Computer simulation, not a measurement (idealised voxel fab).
Process module in this document: voxel ribs on slabs
Cross-sectional view cut (width: 175 nm; square cell size: 5 nm).
Cross-section format: a grid of square cells, given as bands from top to bottom; each band is one or more rows of cells. In this notation a band is specified by the heights of its top and bottom, in that order and in nm, after which its materials appear from left to right, each paired with its width in nm. The word "throughout" attached to a single material means that material fills the band from edge to edge; the word "empty" stands for empty space. Below 0: as-received wafer, all one material; heights counted from there. Lowest band: no bottom, goes on down, written "from 0 down". Width spec "30->40" -> top row of cells at first value, bottom row at second value, equal per-row change in between. The cross-section has no changed cell in any step marked "remained the same". Basically, "Internal closed voids" tells you about the enclosed voids: empty spaces with no open way to the top, 8 cells or bigger, each written width x height at distance, where distance is from the left edge, all in nm. What comes after the settings on a step's line is commentary from the simulator itself on that step. On any step carrying a mask, the "overlay nm" setting, if present on the step's line, tells how far right of its planned place the mask lay; negative values point to the left.
# Steps in the process plan
1 RECEIVE with material Si
2 DIRECTIONAL_DEP with material SiO2, thk nm 20
3 DIRECTIONAL_DEP with material polySi, thk nm 20
4 PATTERN with tone cover, mask id RIB, material resist, width nm 20, thk nm 20, overlay nm 0
5 DIRECTIONAL_ETCH with etch materials polySi, depth nm 10
6 STRIP with etch materials resist
7 MASKED_ETCH with tone cover, mask id SLAB, width nm 50, etch materials polySi, depth nm 10, overlay nm 0
8 FILL_DEP with material SiO2, thk nm 25
9 CMP with height nm 60
10 DIRECTIONAL_DEP with material TiN, thk nm 5
11 MASKED_ETCH with tone cover, mask id HEATER, width nm 30, etch materials TiN, depth nm 5, overlay nm 0
12 CONFORMAL_DEP with material SiN, thk nm 5
# As received (post step 1): cross-section
  from 0 down | Si throughout
  Internal closed voids: none
# First wafer of two, sectioned at end of module; run went per plan
  from 70 to 65 | empty 65 nm | SiN 40 nm | empty 70 nm
  from 65 to 60 | SiN 70 nm | TiN 30 nm | SiN 75 nm
  from 60 to 40 | SiO2 throughout
  from 40 to 30 | SiO2 75 nm | polySi 20 nm | SiO2 80 nm
  from 30 to 20 | SiO2 60 nm | polySi 50 nm | SiO2 65 nm
  from 20 to 0 | SiO2 throughout
  from 0 down | Si throughout
  Internal closed voids: none
# This cross-section belongs to the second wafer of two at the end of the module; the start and the plan were shared with the first, and the run included one mistake
  from 70 to 65 | empty 65 nm | SiN 40 nm | empty 70 nm
  from 65 to 60 | SiN 70 nm | TiN 30 nm | SiN 75 nm
  from 60 to 40 | SiO2 throughout
  from 40 to 30 | SiO2 60 nm | polySi 15 nm | SiO2 20 nm | polySi 15 nm | SiO2 65 nm
  from 30 to 20 | polySi throughout
  from 20 to 0 | SiO2 throughout
  from 0 down | Si throughout
  Internal closed voids: none
The mistake made against the process plan was this: in deviation from the planned setting, step 4 was conducted as PATTERN with tone open, mask id RIB, material resist, width nm 20, thk nm 20, overlay nm 0
End of process, cell counts, second wafer against first, materials with more or fewer: SiO2: 54 fewer, polySi: 54 more
